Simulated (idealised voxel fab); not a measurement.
process module | voxel tone inversion
cross-section cut | 240 nm wide | cells 5 nm
A cross-section is a grid of square cells, given in bands from the top down. A band is one or more rows of cells.
Each band's line starts with the height of the band's top and of its bottom, in nm. Then come its materials from left to right, each with its width in nm. One material with "throughout" fills the band from edge to edge. "air" is empty space.
Height 0 is the level under which the wafer as received is all one material. The lowest band goes on downwards, as in "0 down".
A width such as "30 to 40" changes by the same amount from each row of cells to the next, from the band's top row to its bottom row.
"no change" after a step means that no cell of the cross-section changed.
closed voids: empty space of 8 cells or more with no open way to the top, each as width x height at its distance from the left edge, in nm
after a step's settings: what the simulator itself notes on the step
overlay nm, on a step with a mask: how far to the right of its planned place the mask lay; to the left if negative
plan
1 op RECEIVE | material Si
2 op CONFORMAL_DEP | material SiCN | thk nm 10
3 op DIRECTIONAL_DEP | material aC | thk nm 20
4 op PATTERN | tone cover | mask id POSTS | material resist | width nm 20 | pitch nm 45 | thk nm 25 | overlay nm 0
5 op DIRECTIONAL_ETCH | etch materials aC | depth nm 20
6 op STRIP | etch materials resist
7 op FILL_DEP | material SiO2 | thk nm 10
8 op CMP | height nm 30
9 op STRIP | etch materials aC
10 op CONFORMAL_DEP | material TiN | thk nm 5
11 op FILL_DEP | material Cu | thk nm 10
12 op CMP | height nm 30
13 op CONFORMAL_DEP | material SiCN | thk nm 5
as received, after step 1
  0 down: Si throughout
  closed voids: none
a wafer at the end: this start, this plan, one mistake
  50 to 45: SiCN throughout
  45 to 35: Cu throughout
  35 to 30: TiN 90 | Cu 10 | TiN 35 | Cu 10 | TiN 95
  30 to 15: SiO2 85 | TiN 5 | Cu 10 | TiN 5 | SiO2 25 | TiN 5 | Cu 10 | TiN 5 | SiO2 90
  15 to 10: SiO2 85 | TiN 20 | SiO2 25 | TiN 20 | SiO2 90
  10 to 0: SiCN throughout
  0 down: Si throughout
  closed voids: none
what went wrong: step 12 was left out
